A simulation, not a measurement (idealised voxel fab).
process module | voxel transistor to metal
cross-section cut | 300 nm wide | cells 5 nm
A cross-section is a grid of square cells, given in bands from the top down. A band is one or more rows of cells.
Each band's line starts with the height of the band's top and of its bottom, in nm. Then come its materials from left to right, each with its width in nm. One material with "throughout" fills the band from edge to edge. "air" is empty space.
Height 0 is the level under which the wafer as received is all one material. The lowest band goes on downwards, as in "0 down".
A width such as "30 to 40" changes by the same amount from each row of cells to the next, from the band's top row to its bottom row.
"no change" after a step means that no cell of the cross-section changed.
closed voids: empty space of 8 cells or more with no open way to the top, each as width x height at its distance from the left edge, in nm
after a step's settings: what the simulator itself notes on the step
overlay nm, on a step with a mask: how far to the right of its planned place the mask lay; to the left if negative
plan
1 op RECEIVE | material Si
2 op OXIDIZE | depth nm 5
3 op CONFORMAL_DEP | material SiN | thk nm 10
4 op MASKED_ETCH | tone cover | mask id ACTIVE | width nm 110 | pitch nm 140 | etch materials SiN | depth nm 10 | overlay nm 0
5 op MASKED_ETCH | tone cover | mask id ACTIVE | width nm 110 | pitch nm 140 | etch materials SiO2 | depth nm 5 | overlay nm 0
6 op MASKED_ETCH | tone cover | mask id ACTIVE | width nm 110 | pitch nm 140 | etch materials Si | depth nm 35 | overlay nm 0
7 op FILL_DEP | material SiO2 | thk nm 15
8 op CMP | height nm 10
9 op SELECTIVE_ETCH | etch materials SiO2 | depth nm 10
10 op STRIP | etch materials SiN
11 op SELECTIVE_ETCH | etch materials SiO2 | depth nm 5
12 op OXIDIZE | depth nm 5
13 op DIRECTIONAL_DEP | material polySi | thk nm 30
14 op DIRECTIONAL_DEP | material SiCN | thk nm 15
15 op PATTERN | tone cover | mask id GATE | material resist | width nm 20 | pitch nm 140 | thk nm 15 | overlay nm 0
16 op DIRECTIONAL_ETCH | etch materials SiCN | depth nm 25
17 op DIRECTIONAL_ETCH | etch materials polySi | depth nm 40
18 op STRIP | etch materials resist
19 op CONFORMAL_DEP | material SiO2 | thk nm 5
20 op DIRECTIONAL_ETCH | etch materials SiO2 | depth nm 5
21 op CONFORMAL_DEP | material SiN | thk nm 5
22 op DIRECTIONAL_ETCH | etch materials SiN | depth nm 5
23 op DIRECTIONAL_ETCH | etch materials SiO2 | depth nm 5
24 op DIRECTIONAL_ETCH | etch materials Si | depth nm 15
25 op EPI | material pSi | thk nm 15
26 op FILL_DEP | material SiO2 | thk nm 5
27 op CMP | height nm 40
28 op DIRECTIONAL_DEP | material SiO2 | thk nm 10
29 op MASKED_ETCH | tone open | mask id CONTACT | width nm 20 | pitch nm 70 | etch materials SiO2 | depth nm 60 | overlay nm 0
30 op CONFORMAL_DEP | material TiN | thk nm 5
31 op FILL_DEP | material W | thk nm 5
32 op CMP | height nm 50
33 op CONFORMAL_DEP | material SiCN | thk nm 5
34 op DIRECTIONAL_DEP | material SiO2 | thk nm 25
35 op MASKED_ETCH | tone open | mask id METAL_1 | width nm 20 | pitch nm 70 | etch materials SiO2 | depth nm 25 | overlay nm 0
36 op MASKED_ETCH | tone open | mask id METAL_1 | width nm 20 | pitch nm 70 | etch materials SiCN | depth nm 5 | overlay nm 0
37 op CONFORMAL_DEP | material TiN | thk nm 5
38 op FILL_DEP | material Cu | thk nm 10
39 op CMP | height nm 80
40 op EPI | material Ru | thk nm 5
41 op FILL_DEP | material SiCN | thk nm 5
as received, after step 1
  0 down: Si throughout
  closed voids: none
first wafer at the end, as planned
  90 to 85: SiCN throughout
  85 to 80: SiCN 30 | Ru 30 | SiCN 40 | Ru 30 | SiCN 40 | Ru 30 | SiCN 40 | Ru 30 | SiCN 30
  80 to 55: SiO2 35 | TiN 5 | Cu 10 | TiN 5 | SiO2 50 | TiN 5 | Cu 10 | TiN 5 | SiO2 50 | TiN 5 | Cu 10 | TiN 5 | SiO2 50 | TiN 5 | Cu 10 | TiN 5 | SiO2 35
  55 to 50: SiCN 35 | TiN 20 | SiCN 50 | TiN 20 | SiCN 50 | TiN 20 | SiCN 50 | TiN 20 | SiCN 35
  50 to 40: SiO2 35 | TiN 5 | W 10 | TiN 5 | SiO2 50 | TiN 5 | W 10 | TiN 5 | SiO2 50 | TiN 5 | W 10 | TiN 5 | SiO2 50 | TiN 5 | W 10 | TiN 5 | SiO2 35
  40 to 25: SiO2 35 | TiN 5 | W 10 | TiN 5 | SiO2 5 | SiN 5 | SiO2 5 | SiCN 20 | SiO2 5 | SiN 5 | SiO2 5 | TiN 5 | W 10 | TiN 5 | SiO2 50 | TiN 5 | W 10 | TiN 5 | SiO2 5 | SiN 5 | SiO2 5 | SiCN 20 | SiO2 5 | SiN 5 | SiO2 5 | TiN 5 | W 10 | TiN 5 | SiO2 35
  25 to 10: SiO2 35 | TiN 5 | W 10 | TiN 5 | SiO2 5 | SiN 5 | SiO2 5 | polySi 20 | SiO2 5 | SiN 5 | SiO2 5 | TiN 5 | W 10 | TiN 5 | SiO2 50 | TiN 5 | W 10 | TiN 5 | SiO2 5 | SiN 5 | SiO2 5 | polySi 20 | SiO2 5 | SiN 5 | SiO2 5 | TiN 5 | W 10 | TiN 5 | SiO2 35
  10 to 5: SiO2 35 | TiN 20 | SiO2 5 | SiN 5 | SiO2 5 | polySi 20 | SiO2 5 | SiN 5 | SiO2 5 | TiN 20 | SiO2 50 | TiN 20 | SiO2 5 | SiN 5 | SiO2 5 | polySi 20 | SiO2 5 | SiN 5 | SiO2 5 | TiN 20 | SiO2 35
  5 to -5: SiO2 35 | TiN 10 | pSi 15 | SiN 5 | SiO2 5 | polySi 20 | SiO2 5 | SiN 5 | pSi 15 | TiN 10 | SiO2 50 | TiN 10 | pSi 15 | SiN 5 | SiO2 5 | polySi 20 | SiO2 5 | SiN 5 | pSi 15 | TiN 10 | SiO2 35
  -5 to -10: SiO2 35 | TiN 10 | pSi 15 | SiO2 40 | pSi 15 | TiN 10 | SiO2 50 | TiN 10 | pSi 15 | SiO2 40 | pSi 15 | TiN 10 | SiO2 35
  -10 to -25: SiO2 25 | pSi 35 | Si 40 | pSi 35 | SiO2 30 | pSi 35 | Si 40 | pSi 35 | SiO2 25
  -25 to -40: SiO2 25 | Si 110 | SiO2 30 | Si 110 | SiO2 25
  -40 down: Si throughout
  closed voids: none
second wafer at the end: like start, like plan, one mistake
  90 to 85: SiCN throughout
  85 to 80: SiCN 30 | Ru 30 | SiCN 40 | Ru 30 | SiCN 40 | Ru 30 | SiCN 40 | Ru 30 | SiCN 30
  80 to 55: SiO2 35 | TiN 5 | Cu 10 | TiN 5 | SiO2 50 | TiN 5 | Cu 10 | TiN 5 | SiO2 50 | TiN 5 | Cu 10 | TiN 5 | SiO2 50 | TiN 5 | Cu 10 | TiN 5 | SiO2 35
  55 to 50: SiCN 35 | TiN 20 | SiCN 50 | TiN 20 | SiCN 50 | TiN 20 | SiCN 50 | TiN 20 | SiCN 35
  50 to 40: SiO2 35 | TiN 5 | W 10 | TiN 5 | SiO2 50 | TiN 5 | W 10 | TiN 5 | SiO2 50 | TiN 5 | W 10 | TiN 5 | SiO2 50 | TiN 5 | W 10 | TiN 5 | SiO2 35
  40 to 25: SiO2 35 | TiN 5 | W 10 | TiN 5 | SiO2 5 | SiN 5 | SiO2 5 | SiCN 20 | SiO2 5 | SiN 5 | SiO2 5 | TiN 5 | W 10 | TiN 5 | SiO2 50 | TiN 5 | W 10 | TiN 5 | SiO2 5 | SiN 5 | SiO2 5 | SiCN 20 | SiO2 5 | SiN 5 | SiO2 5 | TiN 5 | W 10 | TiN 5 | SiO2 35
  25 to 10: SiO2 35 | TiN 5 | W 10 | TiN 5 | SiO2 5 | SiN 5 | SiO2 5 | polySi 20 | SiO2 5 | SiN 5 | SiO2 5 | TiN 5 | W 10 | TiN 5 | SiO2 50 | TiN 5 | W 10 | TiN 5 | SiO2 5 | SiN 5 | SiO2 5 | polySi 20 | SiO2 5 | SiN 5 | SiO2 5 | TiN 5 | W 10 | TiN 5 | SiO2 35
  10 to 5: SiO2 35 | TiN 20 | SiO2 5 | SiN 5 | SiO2 5 | polySi 20 | SiO2 5 | SiN 5 | SiO2 5 | TiN 20 | SiO2 50 | TiN 20 | SiO2 5 | SiN 5 | SiO2 5 | polySi 20 | SiO2 5 | SiN 5 | SiO2 5 | TiN 20 | SiO2 35
  5 to -5: SiO2 35 | TiN 10 | pSi 15 | SiN 5 | SiO2 5 | polySi 20 | SiO2 5 | SiN 5 | pSi 15 | TiN 10 | SiO2 50 | TiN 10 | pSi 15 | SiN 5 | SiO2 5 | polySi 20 | SiO2 5 | SiN 5 | pSi 15 | TiN 10 | SiO2 35
  -5 to -10: SiO2 35 | TiN 10 | pSi 15 | SiO2 40 | pSi 15 | TiN 10 | SiO2 50 | TiN 10 | pSi 15 | SiO2 40 | pSi 15 | TiN 10 | SiO2 35
  -10 to -25: SiO2 25 | pSi 35 | Si 40 | pSi 35 | SiO2 30 | pSi 35 | Si 40 | pSi 35 | SiO2 25
  -25 to -50: SiO2 25 | Si 110 | SiO2 30 | Si 110 | SiO2 25
  -50 down: Si throughout
  closed voids: none
what went wrong: step 6 ran as: op MASKED_ETCH | tone cover | mask id ACTIVE | width nm 110 | pitch nm 140 | etch materials Si | depth nm 45 | overlay nm 0
at the end the second wafer has, in cells: 32 fewer of Si | 32 more of SiO2
